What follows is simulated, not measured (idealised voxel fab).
You're looking at the process module voxel air gaps.
Displayed cross-section: cut, width of 175 nm, square cells sized 5 nm.
Square cells in a grid make up a cross-section in this document, and the grid is given as bands, listed from the top down, each one or more rows of cells. In this notation a band is specified by the heights of its top and bottom, in that order and in nm, after which its materials appear from left to right, each paired with its width in nm. The word "all across" attached to a single material means that material fills the band from edge to edge; the word "air" stands for empty space. Zero point of the height axis is 0; under it, received wafer = one material. Lowest band: continues down indefinitely, "z 0 and below". Top row gets the first number, bottom row gets the second, and each row in between changes by the same step: that is how a band width like "30..40" works. "nothing altered" for a step: no cell of the cross-section changed in that step. In "Closed void list" the enclosed voids are listed, meaning empty spaces of 8 cells or larger without any opening to the top. The form is width x height at distance, distance from the left edge, units nm. If you see something after the settings on a step's line, that's the simulator's own remark about that step. "overlay nm" denotes, for a step that has a mask, the displacement of the mask to the right of its planned place, with negative values corresponding to the left.
The steps planned for the process are as follows:
1,RECEIVE [material Si]
2,CONFORMAL_DEP [material SiO2] [thk nm 10]
3,CONFORMAL_DEP [material SiN] [thk nm 5]
4,DIRECTIONAL_DEP [material lowk] [thk nm 40]
5,PATTERN [tone open] [mask id LINES] [material resist] [width nm 20] [pitch nm 45] [thk nm 20] [overlay nm 0]
6,DIRECTIONAL_ETCH [etch materials lowk] [depth nm 40]
7,STRIP [etch materials resist]
8,CONFORMAL_DEP [material TiN] [thk nm 5]
9,FILL_DEP [material Cu] [thk nm 10]
10,CMP [height nm 55]
11,EPI [material Ru] [thk nm 10]
12,SELECTIVE_ETCH [etch materials lowk] [depth nm 50]
13,CONFORMAL_DEP [material SiN] [thk nm 5]
Of two wafers, the first: run according to plan:
As received (post step 1): cross-section:
z 0 and below | Si all across
Closed void list: none
Cross-sectional representation of the wafer at the conclusion of step 2:
z 10 to 0 | SiO2 all across
Unchanged below 0.
Cross-sectional representation of the wafer at the conclusion of step 3:
z 15 to 10 | SiN all across
Unchanged below 10.
Cross-sectional representation of the wafer at the conclusion of step 4:
z 55 to 15 | lowk all across
Unchanged below 15.
Cross-sectional representation of the wafer at the conclusion of step 5:
z 75 to 55 | 30 resist / 20 air / 25 resist / 20 air / 25 resist / 20 air / 35 resist
Unchanged below 55.
Cross-sectional representation of the wafer at the conclusion of step 6:
z 75 to 55 | 30 resist / 20 air / 25 resist / 20 air / 25 resist / 20 air / 35 resist
z 55 to 15 | 30 lowk / 20 air / 25 lowk / 20 air / 25 lowk / 20 air / 35 lowk
Unchanged below 15.
Cross-sectional representation of the wafer at the conclusion of step 7:
z 55 to 15 | 30 lowk / 20 air / 25 lowk / 20 air / 25 lowk / 20 air / 35 lowk
Unchanged below 15.
Cross-sectional representation of the wafer at the conclusion of step 8:
z 60 to 55 | 35 TiN / 10 air / 35 TiN / 10 air / 35 TiN / 10 air / 40 TiN
z 55 to 20 | 30 lowk / 5 TiN / 10 air / 5 TiN / 25 lowk / 5 TiN / 10 air / 5 TiN / 25 lowk / 5 TiN / 10 air / 5 TiN / 35 lowk
z 20 to 15 | 30 lowk / 20 TiN / 25 lowk / 20 TiN / 25 lowk / 20 TiN / 35 lowk
Unchanged below 15.
Cross-sectional representation of the wafer at the conclusion of step 9:
z 70 to 60 | Cu all across
z 60 to 55 | 35 TiN / 10 Cu / 35 TiN / 10 Cu / 35 TiN / 10 Cu / 40 TiN
z 55 to 20 | 30 lowk / 5 TiN / 10 Cu / 5 TiN / 25 lowk / 5 TiN / 10 Cu / 5 TiN / 25 lowk / 5 TiN / 10 Cu / 5 TiN / 35 lowk
Unchanged below 20.
Cross-sectional representation of the wafer at the conclusion of step 10:
z 55 to 20 | 30 lowk / 5 TiN / 10 Cu / 5 TiN / 25 lowk / 5 TiN / 10 Cu / 5 TiN / 25 lowk / 5 TiN / 10 Cu / 5 TiN / 35 lowk
Unchanged below 20.
Cross-sectional representation of the wafer at the conclusion of step 11:
z 65 to 55 | 20 air / 40 Ru / 5 air / 40 Ru / 5 air / 40 Ru / 25 air
Unchanged below 55.
Cross-sectional representation of the wafer at the conclusion of step 12:
z 65 to 55 | 20 air / 40 Ru / 5 air / 40 Ru / 5 air / 40 Ru / 25 air
z 55 to 20 | 30 air / 5 TiN / 10 Cu / 5 TiN / 25 air / 5 TiN / 10 Cu / 5 TiN / 25 air / 5 TiN / 10 Cu / 5 TiN / 35 air
z 20 to 15 | 30 air / 20 TiN / 25 air / 20 TiN / 25 air / 20 TiN / 35 air
Unchanged below 15.
Cross-sectional representation of the wafer at the conclusion of step 13:
z 70 to 65 | 15 air / 140 SiN / 20 air
z 65 to 55 | 15 air / 5 SiN / 40 Ru / 5 SiN / 40 Ru / 5 SiN / 40 Ru / 5 SiN / 20 air
z 55 to 50 | 15 air / 15 SiN / 5 TiN / 10 Cu / 5 TiN / 25 SiN / 5 TiN / 10 Cu / 5 TiN / 25 SiN / 5 TiN / 10 Cu / 5 TiN / 15 SiN / 20 air
z 50 to 20 | 25 air / 5 SiN / 5 TiN / 10 Cu / 5 TiN / 5 SiN / 15 air / 5 SiN / 5 TiN / 10 Cu / 5 TiN / 5 SiN / 15 air / 5 SiN / 5 TiN / 10 Cu / 5 TiN / 5 SiN / 30 air
z 20 to 15 | 30 SiN / 20 TiN / 25 SiN / 20 TiN / 25 SiN / 20 TiN / 35 SiN
Unchanged below 15.
Closed void list: 15 x 30 at 55; 15 x 30 at 100
Notes, second wafer: start = first wafer's, plan = first wafer's, execution had one mistake; history identical to first through step 12:
The second wafer cut through, at the time step 13 was supposed to be finished:
z 70 to 65 | 15 air / 140 Cu / 20 air
z 65 to 55 | 15 air / 5 Cu / 40 Ru / 5 Cu / 40 Ru / 5 Cu / 40 Ru / 5 Cu / 20 air
z 55 to 50 | 15 air / 15 Cu / 5 TiN / 10 Cu / 5 TiN / 25 Cu / 5 TiN / 10 Cu / 5 TiN / 25 Cu / 5 TiN / 10 Cu / 5 TiN / 15 Cu / 20 air
z 50 to 20 | 25 air / 5 Cu / 5 TiN / 10 Cu / 5 TiN / 5 Cu / 15 air / 5 Cu / 5 TiN / 10 Cu / 5 TiN / 5 Cu / 15 air / 5 Cu / 5 TiN / 10 Cu / 5 TiN / 5 Cu / 30 air
z 20 to 15 | 30 Cu / 20 TiN / 25 Cu / 20 TiN / 25 Cu / 20 TiN / 35 Cu
Unchanged below 15.
Closed void list: 15 x 30 at 55; 15 x 30 at 100
In executing the process, a mistake was made relative to the plan: step 13 was processed under conditions differing from the plan, specifically as CONFORMAL_DEP [material Cu] [thk nm 5]
In the final state, the cell counts of the second wafer exceed or fall short of those of the first for the following materials: 111 more of Cu; 111 fewer of SiN
